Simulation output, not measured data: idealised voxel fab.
You're looking at the process module voxel lift off.
In the cross-section labelled cut, the width is 145 nm and each square cell is 5 nm.
Format of a cross-section: grid, square cells. Given as bands. Order: top down. Band: one or more rows of cells. For a band, the entry starts with two heights in nm, that of the top and then that of the bottom, and carries on with the band's materials in order from left to right, each alongside its width in nm; the word "throughout" beside a single material means it fills the band edge to edge, and "air" means empty space. Counting heights begins at 0, where everything beneath is, in the wafer as received, one material. The lowest band has no bottom; it goes on downwards, as "0 nm and below" shows. Quick explanation for "30..40": the width changes in equal steps down the rows of cells, from the first number in the band's top row to the second number in its bottom row. Step note "everything unchanged" = no cross-section cell changed. "Closed void inventory" specifies each empty space that is not open to the top and that occupies no fewer than 8 cells, using the form width x height at distance, the distance measured from the left edge and all three quantities in nm. If you see something after the settings on a step's line, that's the simulator's own remark about that step. overlay nm: how far to the right of its planned place the mask lay on this masked step (negative: to the left).

[The following list gives the planned process steps]
1. RECEIVE, material Si
2. CONFORMAL_DEP, material SiO2, thk nm 15
3. PATTERN, tone open, mask id LINES, material resist, width nm 20, pitch nm 50, thk nm 20, overlay nm 0
4. DIRECTIONAL_DEP, material Ru, thk nm 10
5. STRIP, etch materials resist
6. CONFORMAL_DEP, material SiN, thk nm 10

[Account of the first of two wafers, which was processed as intended]

[Cross-section of the wafer as it came to us, i.e., already through step 1]
- 0 nm and below: Si throughout
- Closed void inventory: none

[Wafer after step 2 (cross-section)]
- 15 nm to 0 nm: SiO2 throughout
- Rest of section, below 0: as before.

[Wafer after step 3 (cross-section)]
- 35 nm to 15 nm: 35 resist, 20 air, 30 resist, 20 air, 40 resist
- Rest of section, below 15: as before.

[Wafer after step 4 (cross-section)]
- 45 nm to 35 nm: 35 Ru, 20 air, 30 Ru, 20 air, 40 Ru
- 35 nm to 25 nm: 35 resist, 20 air, 30 resist, 20 air, 40 resist
- 25 nm to 15 nm: 35 resist, 20 Ru, 30 resist, 20 Ru, 40 resist
- Rest of section, below 15: as before.

[Wafer after step 5 (cross-section)]
- 25 nm to 15 nm: 35 air, 20 Ru, 30 air, 20 Ru, 40 air
- Rest of section, below 15: as before.

[Wafer after step 6 (cross-section)]
- 35 nm to 25 nm: 25 air, 40 SiN, 10 air, 40 SiN, 30 air
- 25 nm to 15 nm: 35 SiN, 20 Ru, 30 SiN, 20 Ru, 40 SiN
- Rest of section, below 15: as before.

[Second of two: same start, same plan, one run error; steps up to and including 5 match the first]

[The second wafer in cross-section, at the planned close of step 6]
- 30 nm to 25 nm: 30 air, 30 SiN, 20 air, 30 SiN, 35 air
- 25 nm to 20 nm: 30 air, 5 SiN, 20 Ru, 5 SiN, 20 air, 5 SiN, 20 Ru, 5 SiN, 35 air
- 20 nm to 15 nm: 35 SiN, 20 Ru, 30 SiN, 20 Ru, 40 SiN
- Rest of section, below 15: as before.
Want to know what went wrong? step 6 ran with different settings than intended, the actual operation and settings being CONFORMAL_DEP, material SiN, thk nm 5
Wrapping up, a cell-based count of both wafers puts the second over or under the first for these materials: SiN -37
